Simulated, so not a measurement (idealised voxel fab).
Documented hereafter: the process module known as voxel capacitor over wiring.
Pictured: cross-section cut, 145 nm wide, on a grid of 5 nm square cells.
Heads up, the way a cross-section reads in here is a grid of square cells, handed over as bands from the top down, with every band being one or more rows of cells.
Band: top height; bottom height; in nm. Then, left to right: material with width in nm, for each material. "all across": a single material spanning edge to edge. "blank": empty space.
Height is counted from the level 0, under which the received wafer is composed throughout of one material. The lowest of the bands is not closed at the bottom but continues downward, in the notation "0 and below".
Think of "30..40" as a width that walks from the first number to the second as you go down the band, top row to bottom row, taking equal-sized steps from row to row.
The cross-section has no changed cell in any step marked "nothing got changed".
Reported under the label "Enclosed void listing" are the empty spaces having no open way to the top and comprising 8 cells or more; the notation for each is width x height at distance, in which the distance is measured from the left edge and all three values are in nm.
after a step's settings: what the simulator itself notes on the step
The line of a step may include "overlay nm". On a step with a mask, this value is how far to the right of its planned place the mask lay. A negative value means the mask lay to the left.
Pairs, read this way: before one process step on the one hand, after it on the other, the after cross-section ending at the lowest band that changed; the step between, settings included, beneath. Same starting wafer throughout, but possibly different runs of this module, so no pair continues from the pair above unless its entry headed "Pre-step condition" says so.
Pre-step condition:
0 and below  Si all across
Enclosed void listing: none
Cut View, Post-Step:
10 down to 0  SiO2 all across
Rest of section, below 0: as before.
Enclosed void listing: none
Transition step, before and after shown above: CONFORMAL_DEP with material SiO2, thk nm 10
Pre-step condition: The structure entering this step is exactly what the pair just above shows after its step.
Cut View, Post-Step:
15 down to 10  SiN all across
Rest of section, below 10: as before.
Enclosed void listing: none
Transition step, before and after shown above: CONFORMAL_DEP with material SiN, thk nm 5
Pre-step condition: The structure entering this step is exactly what the pair just above shows after its step.
Cut View, Post-Step:
30 down to 15  SiO2 all across
Rest of section, below 15: as before.
Enclosed void listing: none
Transition step, before and after shown above: DIRECTIONAL_DEP with material SiO2, thk nm 15
Pre-step condition: The structure entering this step is exactly what the pair just above shows after its step.
Cut View, Post-Step:
30 down to 15  20 of SiO2, then 20 of blank, then 65 of SiO2, then 20 of blank, then 20 of SiO2
Rest of section, below 15: as before.
Enclosed void listing: none
Transition step, before and after shown above: MASKED_ETCH with tone open, mask id METAL_1, width nm 20, pitch nm 85, etch materials SiO2, depth nm 15, overlay nm 0
Pre-step condition: The structure entering this step is exactly what the pair just above shows after its step.
Cut View, Post-Step:
30 down to 15  20 of SiO2, then 20 of blank, then 65 of SiO2, then 20 of blank, then 20 of SiO2
15 down to 10  20 of SiN, then 20 of blank, then 65 of SiN, then 20 of blank, then 20 of SiN
Rest of section, below 10: as before.
Enclosed void listing: none
Transition step, before and after shown above: MASKED_ETCH with tone open, mask id METAL_1, width nm 20, pitch nm 85, etch materials SiN, depth nm 5, overlay nm 0
Pre-step condition: The structure entering this step is exactly what the pair just above shows after its step.
Cut View, Post-Step:
35 down to 30  25 of TiN, then 10 of blank, then 75 of TiN, then 10 of blank, then 25 of TiN
30 down to 15  20 of SiO2, then 5 of TiN, then 10 of blank, then 5 of TiN, then 65 of SiO2, then 5 of TiN, then 10 of blank, then 5 of TiN, then 20 of SiO2
15 down to 10  20 of SiN, then 20 of TiN, then 65 of SiN, then 20 of TiN, then 20 of SiN
Rest of section, below 10: as before.
Enclosed void listing: none
Transition step, before and after shown above: CONFORMAL_DEP with material TiN, thk nm 5
Pre-step condition: The structure entering this step is exactly what the pair just above shows after its step.
Cut View, Post-Step:
45 down to 35  W all across
35 down to 30  25 of TiN, then 10 of W, then 75 of TiN, then 10 of W, then 25 of TiN
30 down to 15  20 of SiO2, then 5 of TiN, then 10 of W, then 5 of TiN, then 65 of SiO2, then 5 of TiN, then 10 of W, then 5 of TiN, then 20 of SiO2
Rest of section, below 15: as before.
Enclosed void listing: none
Transition step, before and after shown above: FILL_DEP with material W, thk nm 10
Pre-step condition: The structure entering this step is exactly what the pair just above shows after its step.
Cut View, Post-Step:
30 down to 15  20 of SiO2, then 5 of TiN, then 10 of W, then 5 of TiN, then 65 of SiO2, then 5 of TiN, then 10 of W, then 5 of TiN, then 20 of SiO2
Rest of section, below 15: as before.
Enclosed void listing: none
Transition step, before and after shown above: CMP with height nm 30
Pre-step condition: The structure entering this step is exactly what the pair just above shows after its step.
Cut View, Post-Step:
35 down to 30  SiCN all across
Rest of section, below 30: as before.
Enclosed void listing: none
Transition step, before and after shown above: CONFORMAL_DEP with material SiCN, thk nm 5
Pre-step condition: The structure entering this step is exactly what the pair just above shows after its step.
Cut View, Post-Step:
55 down to 35  SiO2 all across
Rest of section, below 35: as before.
Enclosed void listing: none
Transition step, before and after shown above: DIRECTIONAL_DEP with material SiO2, thk nm 20
Pre-step condition: The structure entering this step is exactly what the pair just above shows after its step.
Cut View, Post-Step:
65 down to 55  aC all across
Rest of section, below 55: as before.
Enclosed void listing: none
Transition step, before and after shown above: DIRECTIONAL_DEP with material aC, thk nm 10
Pre-step condition: The structure entering this step is exactly what the pair just above shows after its step.
Cut View, Post-Step:
90 down to 65  25 of resist, then 15 of blank, then 105 of resist
Rest of section, below 65: as before.
Enclosed void listing: none
Transition step, before and after shown above: PATTERN with tone open, mask id PLUG_1, material resist, width nm 15, thk nm 25, overlay nm 0
Pre-step condition: The structure entering this step is exactly what the pair just above shows after its step.
Cut View, Post-Step:
80 down to 65  25 of resist, then 15 of blank, then 105 of resist
65 down to 55  25 of aC, then 15 of blank, then 105 of aC
Rest of section, below 55: as before.
Enclosed void listing: none
Transition step, before and after shown above: DIRECTIONAL_ETCH with etch materials aC, depth nm 10
Pre-step condition: The structure entering this step is exactly what the pair just above shows after its step.
Cut View, Post-Step:
65 down to 55  25 of aC, then 15 of blank, then 105 of aC
Rest of section, below 55: as before.
Enclosed void listing: none
Transition step, before and after shown above: STRIP with etch materials resist
Pre-step condition: The structure entering this step is exactly what the pair just above shows after its step.
Cut View, Post-Step:
65 down to 55  25 of aC, then 15 of blank, then 105 of aC
55 down to 35  25 of SiO2, then 15 of blank, then 105 of SiO2
Rest of section, below 35: as before.
Enclosed void listing: none
Transition step, before and after shown above: DIRECTIONAL_ETCH with etch materials SiO2, depth nm 20
Pre-step condition: The structure entering this step is exactly what the pair just above shows after its step.
Cut View, Post-Step:
65 down to 55  25 of aC, then 15 of blank, then 105 of aC
55 down to 35  25 of SiO2, then 15 of blank, then 105 of SiO2
35 down to 30  25 of SiCN, then 15 of blank, then 105 of SiCN
Rest of section, below 30: as before.
Enclosed void listing: none
Transition step, before and after shown above: DIRECTIONAL_ETCH with etch materials SiCN, depth nm 5
Pre-step condition: The structure entering this step is exactly what the pair just above shows after its step.
Cut View, Post-Step:
55 down to 35  25 of SiO2, then 15 of blank, then 105 of SiO2
Rest of section, below 35: as before.
Enclosed void listing: none
Transition step, before and after shown above: STRIP with etch materials aC
Pre-step condition: The structure entering this step is exactly what the pair just above shows after its step.
Cut View, Post-Step:
55 down to 40  25 of SiO2, then 15 of blank, then 105 of SiO2
40 down to 35  25 of SiO2, then 15 of Ru, then 105 of SiO2
35 down to 30  25 of SiCN, then 15 of Ru, then 105 of SiCN
Rest of section, below 30: as before.
Enclosed void listing: none
Transition step, before and after shown above: EPI with material Ru, thk nm 10
Pre-step condition: The structure entering this step is exactly what the pair just above shows after its step.
Cut View, Post-Step:
55 down to 50  25 of SiO2, then 15 of blank, then 105 of SiO2
50 down to 35  25 of SiO2, then 15 of Ru, then 105 of SiO2
Rest of section, below 35: as before.
Enclosed void listing: none
Transition step, before and after shown above: EPI with material Ru, thk nm 10
Pre-step condition: The structure entering this step is exactly what the pair just above shows after its step.
Cut View, Post-Step:
55 down to 35  25 of SiO2, then 15 of Ru, then 105 of SiO2
Rest of section, below 35: as before.
Enclosed void listing: none
Transition step, before and after shown above: EPI with material Ru, thk nm 5
Pre-step condition: The structure entering this step is exactly what the pair just above shows after its step.
Cut View, Post-Step:
60 down to 55  TiN all across
Rest of section, below 55: as before.
Enclosed void listing: none
Transition step, before and after shown above: DIRECTIONAL_DEP with material TiN, thk nm 5
Pre-step condition: The structure entering this step is exactly what the pair just above shows after its step.
Cut View, Post-Step:
65 down to 60  SiN all across
Rest of section, below 60: as before.
Enclosed void listing: none
Transition step, before and after shown above: DIRECTIONAL_DEP with material SiN, thk nm 5
Pre-step condition: The structure entering this step is exactly what the pair just above shows after its step.
Cut View, Post-Step:
75 down to 65  TiN all across
Rest of section, below 65: as before.
Enclosed void listing: none
Transition step, before and after shown above: DIRECTIONAL_DEP with material TiN, thk nm 10
Pre-step condition: The structure entering this step is exactly what the pair just above shows after its step.
Cut View, Post-Step:
75 down to 65  25 of blank, then 70 of TiN, then 50 of blank
Rest of section, below 65: as before.
Enclosed void listing: none
Transition step, before and after shown above: MASKED_ETCH with tone cover, mask id UPPER_PLATE, width nm 70, etch materials TiN, depth nm 10, overlay nm 0
Pre-step condition: The structure entering this step is exactly what the pair just above shows after its step.
Cut View, Post-Step:
75 down to 65  25 of blank, then 70 of TiN, then 50 of blank
65 down to 60  25 of blank, then 70 of SiN, then 50 of blank
Rest of section, below 60: as before.
Enclosed void listing: none
Transition step, before and after shown above: MASKED_ETCH with tone cover, mask id UPPER_PLATE, width nm 70, etch materials SiN, depth nm 5, overlay nm 0
Pre-step condition: The structure entering this step is exactly what the pair just above shows after its step.
Cut View, Post-Step:
90 down to 75  25 of blank, then 70 of aC, then 50 of blank
75 down to 65  25 of aC, then 70 of TiN, then 50 of aC
65 down to 60  25 of aC, then 70 of SiN, then 50 of aC
Rest of section, below 60: as before.
Enclosed void listing: none
Transition step, before and after shown above: DIRECTIONAL_DEP with material aC, thk nm 15
Pre-step condition: The structure entering this step is exactly what the pair just above shows after its step.
Cut View, Post-Step:
125 down to 90  20 of blank, then 80 of resist, then 45 of blank
90 down to 75  20 of blank, then 5 of resist, then 70 of aC, then 5 of resist, then 45 of blank
Rest of section, below 75: as before.
Enclosed void listing: none
Transition step, before and after shown above: PATTERN with tone cover, mask id LOWER_PLATE, material resist, width nm 80, thk nm 35, overlay nm 0
Pre-step condition: The structure entering this step is exactly what the pair just above shows after its step.
Cut View, Post-Step:
110 down to 90  20 of blank, then 80 of resist, then 45 of blank
90 down to 75  20 of blank, then 5 of resist, then 70 of aC, then 5 of resist, then 45 of blank
75 down to 65  20 of blank, then 5 of aC, then 70 of TiN, then 5 of aC, then 45 of blank
65 down to 60  20 of blank, then 5 of aC, then 70 of SiN, then 5 of aC, then 45 of blank
Rest of section, below 60: as before.
Enclosed void listing: none
Transition step, before and after shown above: DIRECTIONAL_ETCH with etch materials aC, depth nm 15
Pre-step condition: The structure entering this step is exactly what the pair just above shows after its step.
Cut View, Post-Step:
90 down to 75  25 of blank, then 70 of aC, then 50 of blank
Rest of section, below 75: as before.
Enclosed void listing: none
Transition step, before and after shown above: STRIP with etch materials resist
Pre-step condition: The structure entering this step is exactly what the pair just above shows after its step.
Cut View, Post-Step:
90 down to 75  25 of blank, then 70 of aC, then 50 of blank
75 down to 65  20 of blank, then 5 of aC, then 70 of TiN, then 5 of aC, then 45 of blank
65 down to 60  20 of blank, then 5 of aC, then 70 of SiN, then 5 of aC, then 45 of blank
60 down to 55  20 of blank, then 80 of TiN, then 45 of blank
Rest of section, below 55: as before.
Enclosed void listing: none
Transition step, before and after shown above: DIRECTIONAL_ETCH with etch materials TiN, depth nm 5
Pre-step condition: The structure entering this step is exactly what the pair just above shows after its step.
Cut View, Post-Step:
75 down to 65  25 of blank, then 70 of TiN, then 50 of blank
65 down to 60  25 of blank, then 70 of SiN, then 50 of blank
Rest of section, below 60: as before.
Enclosed void listing: none
Transition step, before and after shown above: STRIP with etch materials aC
Pre-step condition: The structure entering this step is exactly what the pair just above shows after its step.
Cut View, Post-Step:
90 down to 75  SiO2 all across
75 down to 65  25 of SiO2, then 70 of TiN, then 50 of SiO2
65 down to 60  25 of SiO2, then 70 of SiN, then 50 of SiO2
60 down to 55  20 of SiO2, then 80 of TiN, then 45 of SiO2
Rest of section, below 55: as before.
Enclosed void listing: none
Transition step, before and after shown above: FILL_DEP with material SiO2, thk nm 15
Pre-step condition: The structure entering this step is exactly what the pair just above shows after its step.
Cut View, Post-Step:
85 down to 75  SiO2 all across
Rest of section, below 75: as before.
Enclosed void listing: none
Transition step, before and after shown above: CMP with height nm 85
Pre-step condition: The structure entering this step is exactly what the pair just above shows after its step.
Cut View, Post-Step:
85 down to 75  35 of SiO2, then 15 of blank, then 95 of SiO2
Rest of section, below 75: as before.
Enclosed void listing: none
Transition step, before and after shown above: MASKED_ETCH with tone open, mask id PLUG_2, width nm 15, etch materials SiO2, depth nm 10, overlay nm 0
Pre-step condition: The structure entering this step is exactly what the pair just above shows after its step.
Cut View, Post-Step:
90 down to 85  40 of TiN, then 5 of blank, then 100 of TiN
85 down to 80  35 of SiO2, then 5 of TiN, then 5 of blank, then 5 of TiN, then 95 of SiO2
80 down to 75  35 of SiO2, then 15 of TiN, then 95 of SiO2
Rest of section, below 75: as before.
Enclosed void listing: none
Transition step, before and after shown above: CONFORMAL_DEP with material TiN, thk nm 5
Pre-step condition: The structure entering this step is exactly what the pair just above shows after its step.
Cut View, Post-Step:
95 down to 90  Cu all across
90 down to 85  40 of TiN, then 5 of Cu, then 100 of TiN
85 down to 80  35 of SiO2, then 5 of TiN, then 5 of Cu, then 5 of TiN, then 95 of SiO2
Rest of section, below 80: as before.
Enclosed void listing: none
Transition step, before and after shown above: FILL_DEP with material Cu, thk nm 5
Pre-step condition: The structure entering this step is exactly what the pair just above shows after its step.
Cut View, Post-Step:
85 down to 80  35 of SiO2, then 5 of TiN, then 5 of Cu, then 5 of TiN, then 95 of SiO2
Rest of section, below 80: as before.
Enclosed void listing: none
Transition step, before and after shown above: CMP with height nm 85
Pre-step condition: The structure entering this step is exactly what the pair just above shows after its step.
Cut View, Post-Step:
90 down to 85  SiCN all across
Rest of section, below 85: as before.
Enclosed void listing: none
Transition step, before and after shown above: CONFORMAL_DEP with material SiCN, thk nm 5
Pre-step condition:
0 and below  Si all across
Enclosed void listing: none
Cut View, Post-Step:
5 down to 0  SiN all across
Rest of section, below 0: as before.
Enclosed void listing: none
Transition step, before and after shown above: CONFORMAL_DEP with material SiN, thk nm 5
Pre-step condition: The structure entering this step is exactly what the pair just above shows after its step.
Cut View, Post-Step:
20 down to 5  SiO2 all across
Rest of section, below 5: as before.
Enclosed void listing: none
Transition step, before and after shown above: DIRECTIONAL_DEP with material SiO2, thk nm 15
Pre-step condition: The structure entering this step is exactly what the pair just above shows after its step.
Cut View, Post-Step:
20 down to 5  20 of SiO2, then 20 of blank, then 65 of SiO2, then 20 of blank, then 20 of SiO2
Rest of section, below 5: as before.
Enclosed void listing: none
Transition step, before and after shown above: MASKED_ETCH with tone open, mask id METAL_1, width nm 20, pitch nm 85, etch materials SiO2, depth nm 15, overlay nm 0
Pre-step condition: The structure entering this step is exactly what the pair just above shows after its step.
Cut View, Post-Step:
20 down to 5  20 of SiO2, then 20 of blank, then 65 of SiO2, then 20 of blank, then 20 of SiO2
5 down to 0  20 of SiN, then 20 of blank, then 65 of SiN, then 20 of blank, then 20 of SiN
Rest of section, below 0: as before.
Enclosed void listing: none
Transition step, before and after shown above: MASKED_ETCH with tone open, mask id METAL_1, width nm 20, pitch nm 85, etch materials SiN, depth nm 5, overlay nm 0
Pre-step condition: The structure entering this step is exactly what the pair just above shows after its step.
Cut View, Post-Step:
25 down to 20  25 of TiN, then 10 of blank, then 75 of TiN, then 10 of blank, then 25 of TiN
20 down to 5  20 of SiO2, then 5 of TiN, then 10 of blank, then 5 of TiN, then 65 of SiO2, then 5 of TiN, then 10 of blank, then 5 of TiN, then 20 of SiO2
5 down to 0  20 of SiN, then 20 of TiN, then 65 of SiN, then 20 of TiN, then 20 of SiN
Rest of section, below 0: as before.
Enclosed void listing: none
Transition step, before and after shown above: CONFORMAL_DEP with material TiN, thk nm 5
Pre-step condition: The structure entering this step is exactly what the pair just above shows after its step.
Cut View, Post-Step:
35 down to 25  W all across
25 down to 20  25 of TiN, then 10 of W, then 75 of TiN, then 10 of W, then 25 of TiN
20 down to 5  20 of SiO2, then 5 of TiN, then 10 of W, then 5 of TiN, then 65 of SiO2, then 5 of TiN, then 10 of W, then 5 of TiN, then 20 of SiO2
Rest of section, below 5: as before.
Enclosed void listing: none
Transition step, before and after shown above: FILL_DEP with material W, thk nm 10
Pre-step condition: The structure entering this step is exactly what the pair just above shows after its step.
Cut View, Post-Step:
30 down to 25  W all across
Rest of section, below 25: as before.
Enclosed void listing: none
Transition step, before and after shown above: CMP with height nm 30
Pre-step condition: The structure entering this step is exactly what the pair just above shows after its step.
Cut View, Post-Step:
35 down to 30  SiCN all across
Rest of section, below 30: as before.
Enclosed void listing: none
Transition step, before and after shown above: CONFORMAL_DEP with material SiCN, thk nm 5
Pre-step condition: The structure entering this step is exactly what the pair just above shows after its step.
Cut View, Post-Step:
55 down to 35  SiO2 all across
Rest of section, below 35: as before.
Enclosed void listing: none
Transition step, before and after shown above: DIRECTIONAL_DEP with material SiO2, thk nm 20
Pre-step condition: The structure entering this step is exactly what the pair just above shows after its step.
Cut View, Post-Step:
65 down to 55  aC all across
Rest of section, below 55: as before.
Enclosed void listing: none
Transition step, before and after shown above: DIRECTIONAL_DEP with material aC, thk nm 10
Pre-step condition: The structure entering this step is exactly what the pair just above shows after its step.
Cut View, Post-Step:
90 down to 65  25 of resist, then 15 of blank, then 105 of resist
Rest of section, below 65: as before.
Enclosed void listing: none
Transition step, before and after shown above: PATTERN with tone open, mask id PLUG_1, material resist, width nm 15, thk nm 25, overlay nm 0
Pre-step condition: The structure entering this step is exactly what the pair just above shows after its step.
Cut View, Post-Step:
80 down to 65  25 of resist, then 15 of blank, then 105 of resist
65 down to 55  25 of aC, then 15 of blank, then 105 of aC
Rest of section, below 55: as before.
Enclosed void listing: none
Transition step, before and after shown above: DIRECTIONAL_ETCH with etch materials aC, depth nm 10
Pre-step condition: The structure entering this step is exactly what the pair just above shows after its step.
Cut View, Post-Step:
65 down to 55  25 of aC, then 15 of blank, then 105 of aC
Rest of section, below 55: as before.
Enclosed void listing: none
Transition step, before and after shown above: STRIP with etch materials resist
Pre-step condition: The structure entering this step is exactly what the pair just above shows after its step.
Cut View, Post-Step:
65 down to 55  25 of aC, then 15 of blank, then 105 of aC
55 down to 35  25 of SiO2, then 15 of blank, then 105 of SiO2
Rest of section, below 35: as before.
Enclosed void listing: none
Transition step, before and after shown above: DIRECTIONAL_ETCH with etch materials SiO2, depth nm 20
Pre-step condition: The structure entering this step is exactly what the pair just above shows after its step.
Cut View, Post-Step:
65 down to 55  25 of aC, then 15 of blank, then 105 of aC
55 down to 35  25 of SiO2, then 15 of blank, then 105 of SiO2
35 down to 30  25 of SiCN, then 15 of blank, then 105 of SiCN
Rest of section, below 30: as before.
Enclosed void listing: none
Transition step, before and after shown above: DIRECTIONAL_ETCH with etch materials SiCN, depth nm 5
Pre-step condition: The structure entering this step is exactly what the pair just above shows after its step.
Cut View, Post-Step:
55 down to 35  25 of SiO2, then 15 of blank, then 105 of SiO2
Rest of section, below 35: as before.
Enclosed void listing: none
Transition step, before and after shown above: STRIP with etch materials aC
Pre-step condition: The structure entering this step is exactly what the pair just above shows after its step.
Cut View, Post-Step:
55 down to 40  25 of SiO2, then 15 of blank, then 105 of SiO2
40 down to 35  25 of SiO2, then 15 of Ru, then 105 of SiO2
35 down to 30  25 of SiCN, then 15 of Ru, then 105 of SiCN
Rest of section, below 30: as before.
Enclosed void listing: none
Transition step, before and after shown above: EPI with material Ru, thk nm 10
Pre-step condition: The structure entering this step is exactly what the pair just above shows after its step.
Cut View, Post-Step:
55 down to 50  25 of SiO2, then 15 of blank, then 105 of SiO2
50 down to 35  25 of SiO2, then 15 of Ru, then 105 of SiO2
Rest of section, below 35: as before.
Enclosed void listing: none
Transition step, before and after shown above: EPI with material Ru, thk nm 10
Pre-step condition: The structure entering this step is exactly what the pair just above shows after its step.
Cut View, Post-Step:
55 down to 35  25 of SiO2, then 15 of Ru, then 105 of SiO2
Rest of section, below 35: as before.
Enclosed void listing: none
Transition step, before and after shown above: EPI with material Ru, thk nm 5
Pre-step condition: The structure entering this step is exactly what the pair just above shows after its step.
Cut View, Post-Step:
60 down to 55  TiN all across
Rest of section, below 55: as before.
Enclosed void listing: none
Transition step, before and after shown above: DIRECTIONAL_DEP with material TiN, thk nm 5
Pre-step condition: The structure entering this step is exactly what the pair just above shows after its step.
Cut View, Post-Step:
65 down to 60  SiN all across
Rest of section, below 60: as before.
Enclosed void listing: none
Transition step, before and after shown above: DIRECTIONAL_DEP with material SiN, thk nm 5
Pre-step condition: The structure entering this step is exactly what the pair just above shows after its step.
Cut View, Post-Step:
75 down to 65  TiN all across
Rest of section, below 65: as before.
Enclosed void listing: none
Transition step, before and after shown above: DIRECTIONAL_DEP with material TiN, thk nm 10
Pre-step condition: The structure entering this step is exactly what the pair just above shows after its step.
Cut View, Post-Step:
75 down to 65  25 of blank, then 70 of TiN, then 50 of blank
Rest of section, below 65: as before.
Enclosed void listing: none
Transition step, before and after shown above: MASKED_ETCH with tone cover, mask id UPPER_PLATE, width nm 70, etch materials TiN, depth nm 10, overlay nm 0
Pre-step condition: The structure entering this step is exactly what the pair just above shows after its step.
Cut View, Post-Step:
75 down to 65  25 of blank, then 70 of TiN, then 50 of blank
65 down to 60  25 of blank, then 70 of SiN, then 50 of blank
Rest of section, below 60: as before.
Enclosed void listing: none
Transition step, before and after shown above: MASKED_ETCH with tone cover, mask id UPPER_PLATE, width nm 70, etch materials SiN, depth nm 5, overlay nm 0
Pre-step condition: The structure entering this step is exactly what the pair just above shows after its step.
Cut View, Post-Step:
90 down to 75  25 of blank, then 70 of aC, then 50 of blank
75 down to 65  25 of aC, then 70 of TiN, then 50 of aC
65 down to 60  25 of aC, then 70 of SiN, then 50 of aC
Rest of section, below 60: as before.
Enclosed void listing: none
Transition step, before and after shown above: DIRECTIONAL_DEP with material aC, thk nm 15
Pre-step condition: The structure entering this step is exactly what the pair just above shows after its step.
Cut View, Post-Step:
125 down to 90  20 of blank, then 80 of resist, then 45 of blank
90 down to 75  20 of blank, then 5 of resist, then 70 of aC, then 5 of resist, then 45 of blank
Rest of section, below 75: as before.
Enclosed void listing: none
Transition step, before and after shown above: PATTERN with tone cover, mask id LOWER_PLATE, material resist, width nm 80, thk nm 35, overlay nm 0
Pre-step condition: The structure entering this step is exactly what the pair just above shows after its step.
Cut View, Post-Step:
110 down to 90  20 of blank, then 80 of resist, then 45 of blank
90 down to 75  20 of blank, then 5 of resist, then 70 of aC, then 5 of resist, then 45 of blank
75 down to 65  20 of blank, then 5 of aC, then 70 of TiN, then 5 of aC, then 45 of blank
65 down to 60  20 of blank, then 5 of aC, then 70 of SiN, then 5 of aC, then 45 of blank
Rest of section, below 60: as before.
Enclosed void listing: none
Transition step, before and after shown above: DIRECTIONAL_ETCH with etch materials aC, depth nm 15
Pre-step condition: The structure entering this step is exactly what the pair just above shows after its step.
Cut View, Post-Step:
90 down to 75  25 of blank, then 70 of aC, then 50 of blank
Rest of section, below 75: as before.
Enclosed void listing: none
Transition step, before and after shown above: STRIP with etch materials resist
Pre-step condition: The structure entering this step is exactly what the pair just above shows after its step.
Cut View, Post-Step:
90 down to 75  25 of blank, then 70 of aC, then 50 of blank
75 down to 65  20 of blank, then 5 of aC, then 70 of TiN, then 5 of aC, then 45 of blank
65 down to 60  20 of blank, then 5 of aC, then 70 of SiN, then 5 of aC, then 45 of blank
60 down to 55  20 of blank, then 80 of TiN, then 45 of blank
Rest of section, below 55: as before.
Enclosed void listing: none
Transition step, before and after shown above: DIRECTIONAL_ETCH with etch materials TiN, depth nm 5
Pre-step condition: The structure entering this step is exactly what the pair just above shows after its step.
Cut View, Post-Step:
75 down to 65  25 of blank, then 70 of TiN, then 50 of blank
65 down to 60  25 of blank, then 70 of SiN, then 50 of blank
Rest of section, below 60: as before.
Enclosed void listing: none
Transition step, before and after shown above: STRIP with etch materials aC
Pre-step condition: The structure entering this step is exactly what the pair just above shows after its step.
Cut View, Post-Step:
90 down to 75  SiO2 all across
75 down to 65  25 of SiO2, then 70 of TiN, then 50 of SiO2
65 down to 60  25 of SiO2, then 70 of SiN, then 50 of SiO2
60 down to 55  20 of SiO2, then 80 of TiN, then 45 of SiO2
Rest of section, below 55: as before.
Enclosed void listing: none
Transition step, before and after shown above: FILL_DEP with material SiO2, thk nm 15
Pre-step condition: The structure entering this step is exactly what the pair just above shows after its step.
Cut View, Post-Step:
85 down to 75  SiO2 all across
Rest of section, below 75: as before.
Enclosed void listing: none
Transition step, before and after shown above: CMP with height nm 85
Pre-step condition: The structure entering this step is exactly what the pair just above shows after its step.
Cut View, Post-Step:
85 down to 75  35 of SiO2, then 15 of blank, then 95 of SiO2
Rest of section, below 75: as before.
Enclosed void listing: none
Transition step, before and after shown above: MASKED_ETCH with tone open, mask id PLUG_2, width nm 15, etch materials SiO2, depth nm 10, overlay nm 0
Pre-step condition: The structure entering this step is exactly what the pair just above shows after its step.
Cut View, Post-Step:
90 down to 85  40 of TiN, then 5 of blank, then 100 of TiN
85 down to 80  35 of SiO2, then 5 of TiN, then 5 of blank, then 5 of TiN, then 95 of SiO2
80 down to 75  35 of SiO2, then 15 of TiN, then 95 of SiO2
Rest of section, below 75: as before.
Enclosed void listing: none
Transition step, before and after shown above: CONFORMAL_DEP with material TiN, thk nm 5
Pre-step condition: The structure entering this step is exactly what the pair just above shows after its step.
Cut View, Post-Step:
95 down to 90  Cu all across
90 down to 85  40 of TiN, then 5 of Cu, then 100 of TiN
85 down to 80  35 of SiO2, then 5 of TiN, then 5 of Cu, then 5 of TiN, then 95 of SiO2
Rest of section, below 80: as before.
Enclosed void listing: none
Transition step, before and after shown above: FILL_DEP with material Cu, thk nm 5
Pre-step condition: The structure entering this step is exactly what the pair just above shows after its step.
Cut View, Post-Step:
85 down to 80  35 of SiO2, then 5 of TiN, then 5 of Cu, then 5 of TiN, then 95 of SiO2
Rest of section, below 80: as before.
Enclosed void listing: none
Transition step, before and after shown above: CMP with height nm 85
Pre-step condition: The structure entering this step is exactly what the pair just above shows after its step.
Cut View, Post-Step:
90 down to 85  SiCN all across
Rest of section, below 85: as before.
Enclosed void listing: none
Transition step, before and after shown above: CONFORMAL_DEP with material SiCN, thk nm 5
Pre-step condition:
55 down to 50  25 of SiO2, then 15 of blank, then 105 of SiO2
50 down to 35  25 of SiO2, then 15 of Ru, then 105 of SiO2
35 down to 30  25 of SiCN, then 15 of Ru, then 105 of SiCN
30 down to 15  20 of SiO2, then 5 of TiN, then 10 of W, then 5 of TiN, then 65 of SiO2, then 5 of TiN, then 10 of W, then 5 of TiN, then 20 of SiO2
15 down to 10  20 of SiN, then 20 of TiN, then 65 of SiN, then 20 of TiN, then 20 of SiN
10 down to 0  SiO2 all across
0 and below  Si all across
Enclosed void listing: none
Cut View, Post-Step:
60 down to 55  20 of blank, then 25 of Ru, then 100 of blank
55 down to 35  25 of SiO2, then 15 of Ru, then 105 of SiO2
Rest of section, below 35: as before.
Enclosed void listing: none
Transition step, before and after shown above: EPI with material Ru, thk nm 10
Pre-step condition: The structure entering this step is exactly what the pair just above shows after its step.
Cut View, Post-Step:
65 down to 55  15 of blank, then 35 of Ru, then 95 of blank
Rest of section, below 55: as before.
Enclosed void listing: none
Transition step, before and after shown above: EPI with material Ru, thk nm 5
Pre-step condition: The structure entering this step is exactly what the pair just above shows after its step.
Cut View, Post-Step:
70 down to 65  15 of blank, then 35 of TiN, then 95 of blank
65 down to 60  15 of blank, then 35 of Ru, then 95 of blank
60 down to 55  15 of TiN, then 35 of Ru, then 95 of TiN
Rest of section, below 55: as before.
Enclosed void listing: none
Transition step, before and after shown above: DIRECTIONAL_DEP with material TiN, thk nm 5
Pre-step condition: The structure entering this step is exactly what the pair just above shows after its step.
Cut View, Post-Step:
75 down to 70  15 of blank, then 35 of SiN, then 95 of blank
70 down to 65  15 of blank, then 35 of TiN, then 95 of blank
65 down to 60  15 of SiN, then 35 of Ru, then 95 of SiN
Rest of section, below 60: as before.
Enclosed void listing: none
Transition step, before and after shown above: DIRECTIONAL_DEP with material SiN, thk nm 5
Pre-step condition: The structure entering this step is exactly what the pair just above shows after its step.
Cut View, Post-Step:
85 down to 75  15 of blank, then 35 of TiN, then 95 of blank
75 down to 70  15 of TiN, then 35 of SiN, then 95 of TiN
70 down to 65  TiN all across
Rest of section, below 65: as before.
Enclosed void listing: none
Transition step, before and after shown above: DIRECTIONAL_DEP with material TiN, thk nm 10
Pre-step condition: The structure entering this step is exactly what the pair just above shows after its step.
Cut View, Post-Step:
85 down to 75  25 of blank, then 25 of TiN, then 95 of blank
75 down to 70  15 of blank, then 35 of SiN, then 45 of TiN, then 50 of blank
70 down to 65  15 of blank, then 80 of TiN, then 50 of blank
Rest of section, below 65: as before.
Enclosed void listing: none
Transition step, before and after shown above: MASKED_ETCH with tone cover, mask id UPPER_PLATE, width nm 70, etch materials TiN, depth nm 10, overlay nm 0
Pre-step condition: The structure entering this step is exactly what the pair just above shows after its step.
Cut View, Post-Step:
85 down to 75  25 of blank, then 25 of TiN, then 95 of blank
75 down to 70  25 of blank, then 25 of SiN, then 45 of TiN, then 50 of blank
70 down to 65  15 of blank, then 80 of TiN, then 50 of blank
65 down to 60  15 of blank, then 35 of Ru, then 45 of SiN, then 50 of blank
Rest of section, below 60: as before.
Enclosed void listing: none
Transition step, before and after shown above: MASKED_ETCH with tone cover, mask id UPPER_PLATE, width nm 70, etch materials SiN, depth nm 5, overlay nm 0
Pre-step condition: The structure entering this step is exactly what the pair just above shows after its step.
Cut View, Post-Step:
100 down to 90  25 of blank, then 25 of aC, then 95 of blank
90 down to 85  25 of blank, then 70 of aC, then 50 of blank
85 down to 75  15 of blank, then 10 of aC, then 25 of TiN, then 45 of aC, then 50 of blank
75 down to 70  25 of aC, then 25 of SiN, then 45 of TiN, then 50 of aC
70 down to 65  15 of aC, then 80 of TiN, then 50 of aC
65 down to 60  15 of aC, then 35 of Ru, then 45 of SiN, then 50 of aC
Rest of section, below 60: as before.
Enclosed void listing: none
Transition step, before and after shown above: DIRECTIONAL_DEP with material aC, thk nm 15
